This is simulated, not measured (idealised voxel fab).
process module | voxel capacitor over wiring
cross-section cut | 295 nm wide | cells 5 nm
A cross-section is a grid of square cells, given in bands from the top down. A band is one or more rows of cells.
Each band's line starts with the height of the band's top and of its bottom, in nm. Then come its materials from left to right, each with its width in nm. One material with "throughout" fills the band from edge to edge. "air" is empty space.
Height 0 is the level under which the wafer as received is all one material. The lowest band goes on downwards, as in "0 down".
A width such as "30 to 40" changes by the same amount from each row of cells to the next, from the band's top row to its bottom row.
"no change" after a step means that no cell of the cross-section changed.
closed voids: empty space of 8 cells or more with no open way to the top, each as width x height at its distance from the left edge, in nm
after a step's settings: what the simulator itself notes on the step
overlay nm, on a step with a mask: how far to the right of its planned place the mask lay; to the left if negative
plan
1 op RECEIVE | material Si
2 op CONFORMAL_DEP | material SiO2 | thk nm 10
3 op CONFORMAL_DEP | material SiN | thk nm 5
4 op DIRECTIONAL_DEP | material SiO2 | thk nm 20
5 op PATTERN | tone open | mask id METAL_1 | material resist | width nm 20 | pitch nm 90 | thk nm 15 | overlay nm 0
6 op DIRECTIONAL_ETCH | etch materials SiO2 | depth nm 20
7 op DIRECTIONAL_ETCH | etch materials SiN | depth nm 5
8 op STRIP | etch materials resist
9 op CONFORMAL_DEP | material TiN | thk nm 5
10 op FILL_DEP | material W | thk nm 5
11 op CMP | height nm 35
12 op CONFORMAL_DEP | material SiCN | thk nm 5
13 op DIRECTIONAL_DEP | material lowk | thk nm 10
14 op PATTERN | tone open | mask id PLUG_1 | material resist | width nm 15 | thk nm 15 | overlay nm 0
15 op DIRECTIONAL_ETCH | etch materials lowk | depth nm 10
16 op DIRECTIONAL_ETCH | etch materials SiCN | depth nm 5
17 op STRIP | etch materials resist
18 op CONFORMAL_DEP | material TiN | thk nm 5
19 op FILL_DEP | material W | thk nm 10
20 op CMP | height nm 50
21 op DIRECTIONAL_DEP | material TiN | thk nm 10
22 op DIRECTIONAL_DEP | material Al2O3 | thk nm 5
23 op DIRECTIONAL_DEP | material TiN | thk nm 5
24 op DIRECTIONAL_DEP | material aC | thk nm 15
25 op PATTERN | tone cover | mask id UPPER_PLATE | material resist | width nm 75 | thk nm 35 | overlay nm 0
26 op DIRECTIONAL_ETCH | etch materials aC | depth nm 15
27 op STRIP | etch materials resist
28 op DIRECTIONAL_ETCH | etch materials TiN | depth nm 5
29 op DIRECTIONAL_ETCH | etch materials Al2O3 | depth nm 5
30 op STRIP | etch materials aC
31 op PATTERN | tone cover | mask id LOWER_PLATE | material resist | width nm 85 | thk nm 20 | overlay nm 0
32 op DIRECTIONAL_ETCH | etch materials TiN | depth nm 10
33 op STRIP | etch materials resist
34 op FILL_DEP | material SiO2 | thk nm 20
35 op CMP | height nm 85
36 op PATTERN | tone open | mask id PLUG_2 | material resist | width nm 15 | thk nm 20 | overlay nm 0
37 op DIRECTIONAL_ETCH | etch materials SiO2 | depth nm 15
38 op STRIP | etch materials resist
39 op CONFORMAL_DEP | material TiN | thk nm 5
40 op FILL_DEP | material W | thk nm 10
41 op CMP | height nm 85
42 op CONFORMAL_DEP | material SiN | thk nm 5
as received, after step 1
  0 down: Si throughout
  closed voids: none
first wafer at the end, as planned
  90 to 85: SiN throughout
  85 to 75: SiO2 105 | TiN 5 | W 5 | TiN 5 | SiO2 175
  75 to 65: SiO2 105 to 95 | TiN 15 to 75 | SiO2 175 to 125
  65 to 60: SiO2 95 | Al2O3 75 | SiO2 125
  60 to 50: SiO2 90 | TiN 85 | SiO2 120
  50 to 40: lowk 95 | TiN 5 | W 5 | TiN 5 | lowk 185
  40 to 35: SiCN 95 | TiN 15 | SiCN 185
  35 to 15: SiO2 90 | TiN 5 | W 10 | TiN 5 | SiO2 70 | TiN 5 | W 10 | TiN 5 | SiO2 95
  15 to 10: SiN 90 | TiN 20 | SiN 70 | TiN 20 | SiN 95
  10 to 0: SiO2 throughout
  0 down: Si throughout
  closed voids: none
second wafer at the end: like start, like plan, one mistake
  90 to 85: SiN throughout
  85 to 75: W 100 | TiN 5 | SiO2 15 | TiN 5 | W 170
  75 to 70: TiN 105 | SiO2 15 | TiN 175
  70 to 65: SiO2 95 | TiN 75 | SiO2 125
  65 to 60: SiO2 95 | Al2O3 75 | SiO2 125
  60 to 50: SiO2 90 | TiN 85 | SiO2 120
  50 to 40: lowk 95 | TiN 5 | W 5 | TiN 5 | lowk 185
  40 to 35: SiCN 95 | TiN 15 | SiCN 185
  35 to 15: SiO2 90 | TiN 5 | W 10 | TiN 5 | SiO2 70 | TiN 5 | W 10 | TiN 5 | SiO2 95
  15 to 10: SiN 90 | TiN 20 | SiN 70 | TiN 20 | SiN 95
  10 to 0: SiO2 throughout
  0 down: Si throughout
  closed voids: none
what went wrong: step 36 ran as: op PATTERN | tone cover | mask id PLUG_2 | material resist | width nm 15 | thk nm 20 | overlay nm 0
at the end the second wafer has, in cells: 159 fewer of SiO2 | 53 more of TiN | 106 more of W
